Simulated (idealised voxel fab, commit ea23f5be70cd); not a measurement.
This is a process module. Its name is voxel fin reveal.
cross-section cut | 215 nm wide | cells 5 nm
Cross-section = grid of square cells, listed top down in bands; band = one or more rows.
Basically the band line says how high the top is and how high the bottom is, in nm, and then what's in it from left to right, every material with its width in nm. Empty space shows up as "blank", and if a single material carries "throughout" it runs the full band edge to edge.
A quick word on heights: they are counted from 0, and under that level the wafer as it came to us is one material throughout. The lowest band is different from the rest in having no bottom; it simply continues downward, written as in "0..down".
The width entry "30..40" should be interpreted row by row: the top row of cells in the band takes the first number, the bottom row takes the second number, and the change between adjacent rows is uniform throughout.
Any step labelled "nothing different" changed none of the cells in the cross-section.
"Tabulated closed voids" - sealed voids, min. 8 cells, no opening to top; format: width x height at distance (distance from left edge; nm throughout).
Text after the settings on a step's line: the simulator's own remark on that step.
"overlay nm" denotes, for a step that has a mask, the displacement of the mask to the right of its planned place, with negative values corresponding to the left.
### These are the steps we planned for the process
1) op RECEIVE | material Si
2) op CONFORMAL_DEP | material SiN | thk nm 10
3) op MASKED_ETCH | tone cover | mask id FINS | width nm 15 | pitch nm 35 | etch materials SiN | depth nm 10 | overlay nm 0
4) op MASKED_ETCH | tone cover | mask id FINS | width nm 15 | pitch nm 35 | etch materials Si | depth nm 35 | overlay nm 0
5) op FILL_DEP | material SiO2 | thk nm 10
6) op CMP | height nm 10
7) op SELECTIVE_ETCH | etch materials SiO2 | depth nm 20
8) op STRIP | etch materials SiN
9) op CONFORMAL_DEP | material SiO2 | thk nm 5
### Cross-section: wafer on arrival = after step 1
  0..down = Si throughout
  Tabulated closed voids: none
### As-planned run: cross-section of the first of two wafers at end of module
  5..0 = 75 nm blank; 25 nm SiO2; 10 nm blank; 25 nm SiO2; 80 nm blank
  0..-5 = 75 nm blank; 5 nm SiO2; 15 nm Si; 5 nm SiO2; 10 nm blank; 5 nm SiO2; 15 nm Si; 5 nm SiO2; 80 nm blank
  -5..-35 = 80 nm SiO2; 15 nm Si; 20 nm SiO2; 15 nm Si; 85 nm SiO2
  -35..down = Si throughout
  Tabulated closed voids: none
### Module end: cross-section of wafer two of two. Same start and process plan as the first wafer. One mistake during execution
  5..0 = 75 nm blank; 25 nm SiO2; 10 nm blank; 25 nm SiO2; 80 nm blank
  0..-5 = 75 nm blank; 5 nm SiO2; 15 nm Si; 5 nm SiO2; 10 nm blank; 5 nm SiO2; 15 nm Si; 5 nm SiO2; 80 nm blank
  -5..-45 = 80 nm SiO2; 15 nm Si; 20 nm SiO2; 15 nm Si; 85 nm SiO2
  -45..down = Si throughout
  Tabulated closed voids: none
It is concluded that the wafer was processed incorrectly with respect to the plan, in that step 4 did not happen as planned, as run it was op MASKED_ETCH | tone cover | mask id FINS | width nm 15 | pitch nm 35 | etch materials Si | depth nm 45 | overlay nm 0
The final cell counts differ between the wafers, with the second having more or fewer of some materials than the first: Si -74, SiO2 +74
